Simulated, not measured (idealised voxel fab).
Process module heading - voxel ribs on slabs
This is section cut - it's 235 nm across, gridded in 5 nm square cells.
Just so we're on the same page, the cross-sections are grids of square cells, and they're listed out in bands top to bottom, each band one or more rows deep.
Heads up on the band format: heights come first, top then bottom, in nm. After that it's the materials left to right, each with its width in nm. A single material flagged "edge to edge" fills the whole band edge to edge, and "empty" means there's empty space there.
The level at which height equals 0 is the one under which the wafer, as it arrives, is entirely one material. No lower edge exists for the bottom band, which continues downward and is notated as in "0 down".
You'd read "30->40" like this: the band's top row of cells is as wide as the first number, its bottom row is as wide as the second, and going down, every row changes width by the same amount as the row before did.
"no alterations made" for a step: no cell of the cross-section changed in that step.
Closed empty spaces (no open way to the top) of 8 cells or more are what "Entrapped voids" lists, each as width x height at distance from the left edge, nm for all three.
Whatever follows a step's settings on its line is a remark the simulator itself makes about that step.
overlay nm, on a step with a mask: how far to the right of its planned place the mask lay; to the left if negative

Plan:
- 1: op RECEIVE | material Si
- 2: op DIRECTIONAL_DEP | material SiO2 | thk nm 25
- 3: op DIRECTIONAL_DEP | material polySi | thk nm 25
- 4: op DIRECTIONAL_DEP | material aC | thk nm 15
- 5: op PATTERN | tone cover | mask id RIB | material resist | width nm 30 | thk nm 35 | overlay nm 0
- 6: op DIRECTIONAL_ETCH | etch materials aC | depth nm 15
- 7: op STRIP | etch materials resist
- 8: op DIRECTIONAL_ETCH | etch materials polySi | depth nm 5
- 9: op STRIP | etch materials aC
- 10: op PATTERN | tone cover | mask id SLAB | material resist | width nm 90 | thk nm 20 | overlay nm 0
- 11: op DIRECTIONAL_ETCH | etch materials polySi | depth nm 20
- 12: op STRIP | etch materials resist
- 13: op FILL_DEP | material SiO2 | thk nm 30
- 14: op CMP | height nm 70
- 15: op DIRECTIONAL_DEP | material W | thk nm 10
- 16: op DIRECTIONAL_DEP | material aC | thk nm 10
- 17: op PATTERN | tone cover | mask id HEATER | material resist | width nm 40 | thk nm 25 | overlay nm 0
- 18: op DIRECTIONAL_ETCH | etch materials aC | depth nm 10
- 19: op STRIP | etch materials resist
- 20: op DIRECTIONAL_ETCH | etch materials W | depth nm 10
- 21: op STRIP | etch materials aC
- 22: op CONFORMAL_DEP | material SiO2 | thk nm 5

First of the two wafers, run per plan:

As-received state of the wafer in cross-section, equivalent to post-step 1:
	0 down  Si edge to edge
	Entrapped voids: none

State of the wafer after step 2, shown in cross-section:
	25 to 0  SiO2 edge to edge
	Below a height of 0, the structure has not been altered.

State of the wafer after step 3, shown in cross-section:
	50 to 25  polySi edge to edge
	Below a height of 25, the structure has not been altered.

State of the wafer after step 4, shown in cross-section:
	65 to 50  aC edge to edge
	Below a height of 50, the structure has not been altered.

State of the wafer after step 5, shown in cross-section:
	100 to 65  100 empty, then 30 resist, then 105 empty
	Below a height of 65, the structure has not been altered.

State of the wafer after step 6, shown in cross-section:
	85 to 65  100 empty, then 30 resist, then 105 empty
	65 to 50  100 empty, then 30 aC, then 105 empty
	Below a height of 50, the structure has not been altered.

State of the wafer after step 7, shown in cross-section:
	65 to 50  100 empty, then 30 aC, then 105 empty
	Below a height of 50, the structure has not been altered.

State of the wafer after step 8, shown in cross-section:
	65 to 50  100 empty, then 30 aC, then 105 empty
	50 to 45  100 empty, then 30 polySi, then 105 empty
	Below a height of 45, the structure has not been altered.

State of the wafer after step 9, shown in cross-section:
	50 to 45  100 empty, then 30 polySi, then 105 empty
	Below a height of 45, the structure has not been altered.

State of the wafer after step 10, shown in cross-section:
	70 to 50  70 empty, then 90 resist, then 75 empty
	50 to 45  70 empty, then 30 resist, then 30 polySi, then 30 resist, then 75 empty
	Below a height of 45, the structure has not been altered.

State of the wafer after step 11, shown in cross-section:
	70 to 50  70 empty, then 90 resist, then 75 empty
	50 to 45  70 empty, then 30 resist, then 30 polySi, then 30 resist, then 75 empty
	45 to 25  70 empty, then 90 polySi, then 75 empty
	Below a height of 25, the structure has not been altered.

State of the wafer after step 12, shown in cross-section:
	50 to 45  100 empty, then 30 polySi, then 105 empty
	Below a height of 45, the structure has not been altered.

State of the wafer after step 13, shown in cross-section:
	80 to 50  SiO2 edge to edge
	50 to 45  100 SiO2, then 30 polySi, then 105 SiO2
	45 to 25  70 SiO2, then 90 polySi, then 75 SiO2
	Below a height of 25, the structure has not been altered.

State of the wafer after step 14, shown in cross-section:
	70 to 50  SiO2 edge to edge
	Below a height of 50, the structure has not been altered.

State of the wafer after step 15, shown in cross-section:
	80 to 70  W edge to edge
	Below a height of 70, the structure has not been altered.

State of the wafer after step 16, shown in cross-section:
	90 to 80  aC edge to edge
	Below a height of 80, the structure has not been altered.

State of the wafer after step 17, shown in cross-section:
	115 to 90  95 empty, then 40 resist, then 100 empty
	Below a height of 90, the structure has not been altered.

State of the wafer after step 18, shown in cross-section:
	105 to 90  95 empty, then 40 resist, then 100 empty
	90 to 80  95 empty, then 40 aC, then 100 empty
	Below a height of 80, the structure has not been altered.

State of the wafer after step 19, shown in cross-section:
	90 to 80  95 empty, then 40 aC, then 100 empty
	Below a height of 80, the structure has not been altered.

State of the wafer after step 20, shown in cross-section:
	90 to 80  95 empty, then 40 aC, then 100 empty
	80 to 70  95 empty, then 40 W, then 100 empty
	Below a height of 70, the structure has not been altered.

State of the wafer after step 21, shown in cross-section:
	80 to 70  95 empty, then 40 W, then 100 empty
	Below a height of 70, the structure has not been altered.

State of the wafer after step 22, shown in cross-section:
	85 to 80  90 empty, then 50 SiO2, then 95 empty
	80 to 75  90 empty, then 5 SiO2, then 40 W, then 5 SiO2, then 95 empty
	75 to 70  95 SiO2, then 40 W, then 100 SiO2
	Below a height of 70, the structure has not been altered.

Here the second wafer is described. Its start and its plan were those of the first wafer. Its run contained one mistake. Up to and including step 2, it did exactly what the first wafer did:

Cross-section: second wafer, time at which step 3 was scheduled to end:
	75 to 25  polySi edge to edge
	Below a height of 25, the structure has not been altered.

Cross-section: second wafer, time at which step 4 was scheduled to end:
	90 to 75  aC edge to edge
	Below a height of 75, the structure has not been altered.

Cross-section: second wafer, time at which step 5 was scheduled to end:
	125 to 90  100 empty, then 30 resist, then 105 empty
	Below a height of 90, the structure has not been altered.

Cross-section: second wafer, time at which step 6 was scheduled to end:
	110 to 90  100 empty, then 30 resist, then 105 empty
	90 to 75  100 empty, then 30 aC, then 105 empty
	Below a height of 75, the structure has not been altered.

Cross-section: second wafer, time at which step 7 was scheduled to end:
	90 to 75  100 empty, then 30 aC, then 105 empty
	Below a height of 75, the structure has not been altered.

Cross-section: second wafer, time at which step 8 was scheduled to end:
	90 to 75  100 empty, then 30 aC, then 105 empty
	75 to 70  100 empty, then 30 polySi, then 105 empty
	Below a height of 70, the structure has not been altered.

Cross-section: second wafer, time at which step 9 was scheduled to end:
	75 to 70  100 empty, then 30 polySi, then 105 empty
	Below a height of 70, the structure has not been altered.

Cross-section: second wafer, time at which step 10 was scheduled to end:
	95 to 75  70 empty, then 90 resist, then 75 empty
	75 to 70  70 empty, then 30 resist, then 30 polySi, then 30 resist, then 75 empty
	Below a height of 70, the structure has not been altered.

Cross-section: second wafer, time at which step 11 was scheduled to end:
	95 to 75  70 empty, then 90 resist, then 75 empty
	75 to 70  70 empty, then 30 resist, then 30 polySi, then 30 resist, then 75 empty
	70 to 50  70 empty, then 90 polySi, then 75 empty
	Below a height of 50, the structure has not been altered.

Cross-section: second wafer, time at which step 12 was scheduled to end:
	75 to 70  100 empty, then 30 polySi, then 105 empty
	Below a height of 70, the structure has not been altered.

Cross-section: second wafer, time at which step 13 was scheduled to end:
	105 to 75  SiO2 edge to edge
	75 to 70  100 SiO2, then 30 polySi, then 105 SiO2
	70 to 50  70 SiO2, then 90 polySi, then 75 SiO2
	Below a height of 50, the structure has not been altered.

Cross-section: second wafer, time at which step 14 was scheduled to end:
	70 to 50  70 SiO2, then 90 polySi, then 75 SiO2
	Below a height of 50, the structure has not been altered.

Cross-section: second wafer, time at which step 15 was scheduled to end:
	80 to 70  W edge to edge
	Below a height of 70, the structure has not been altered.

Cross-section: second wafer, time at which step 16 was scheduled to end:
	90 to 80  aC edge to edge
	Below a height of 80, the structure has not been altered.

Cross-section: second wafer, time at which step 17 was scheduled to end:
	115 to 90  95 empty, then 40 resist, then 100 empty
	Below a height of 90, the structure has not been altered.

Cross-section: second wafer, time at which step 18 was scheduled to end:
	105 to 90  95 empty, then 40 resist, then 100 empty
	90 to 80  95 empty, then 40 aC, then 100 empty
	Below a height of 80, the structure has not been altered.

Cross-section: second wafer, time at which step 19 was scheduled to end:
	90 to 80  95 empty, then 40 aC, then 100 empty
	Below a height of 80, the structure has not been altered.

Cross-section: second wafer, time at which step 20 was scheduled to end:
	90 to 80  95 empty, then 40 aC, then 100 empty
	80 to 70  95 empty, then 40 W, then 100 empty
	Below a height of 70, the structure has not been altered.

Cross-section: second wafer, time at which step 21 was scheduled to end:
	80 to 70  95 empty, then 40 W, then 100 empty
	Below a height of 70, the structure has not been altered.

Cross-section: second wafer, time at which step 22 was scheduled to end:
	85 to 80  90 empty, then 50 SiO2, then 95 empty
	80 to 75  90 empty, then 5 SiO2, then 40 W, then 5 SiO2, then 95 empty
	75 to 70  95 SiO2, then 40 W, then 100 SiO2
	Below a height of 70, the structure has not been altered.
what went wrong: step 3 in the plan was executed twice
Final cells, second wafer relative to first, materials higher or lower: SiO2 -229; polySi +229
